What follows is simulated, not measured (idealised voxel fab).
process module | voxel trench capacitor
cross-section cut | 250 nm wide | cells 5 nm
A cross-section is a grid of square cells, given in bands from the top down. A band is one or more rows of cells.
Each band's line starts with the height of the band's top and of its bottom, in nm. Then come its materials from left to right, each with its width in nm. One material with "throughout" fills the band from edge to edge. "air" is empty space.
Height 0 is the level under which the wafer as received is all one material. The lowest band goes on downwards, as in "0 down".
A width such as "30 to 40" changes by the same amount from each row of cells to the next, from the band's top row to its bottom row.
"no change" after a step means that no cell of the cross-section changed.
closed voids: empty space of 8 cells or more with no open way to the top, each as width x height at its distance from the left edge, in nm
after a step's settings: what the simulator itself notes on the step
overlay nm, on a step with a mask: how far to the right of its planned place the mask lay; to the left if negative
plan
1 op RECEIVE | material Si
2 op CONFORMAL_DEP | material SiN | thk nm 5
3 op DIRECTIONAL_DEP | material aC | thk nm 10
4 op PATTERN | tone open | mask id TRENCH | material resist | width nm 20 | pitch nm 40 | thk nm 25 | overlay nm 0
5 op DIRECTIONAL_ETCH | etch materials aC | depth nm 10
6 op STRIP | etch materials resist
7 op DIRECTIONAL_ETCH | etch materials SiN | depth nm 5
8 op DIRECTIONAL_ETCH | etch materials Si | depth nm 35
9 op STRIP | etch materials aC
10 op CONFORMAL_DEP | material SiO2 | thk nm 5
11 op FILL_DEP | material polySi | thk nm 5
12 op CMP | height nm 5
as received, after step 1
  0 down: Si throughout
  closed voids: none
a wafer at the end: this start, this plan, one mistake
  -5 to -30: Si 75 | SiO2 5 | polySi 10 | SiO2 5 | Si 20 | SiO2 5 | polySi 10 | SiO2 5 | Si 20 | SiO2 5 | polySi 10 | SiO2 5 | Si 75
  -30 to -35: Si 75 | SiO2 20 | Si 20 | SiO2 20 | Si 20 | SiO2 20 | Si 75
  -35 down: Si throughout
  closed voids: none
what went wrong: step 12 ran as: op CMP | height nm -5
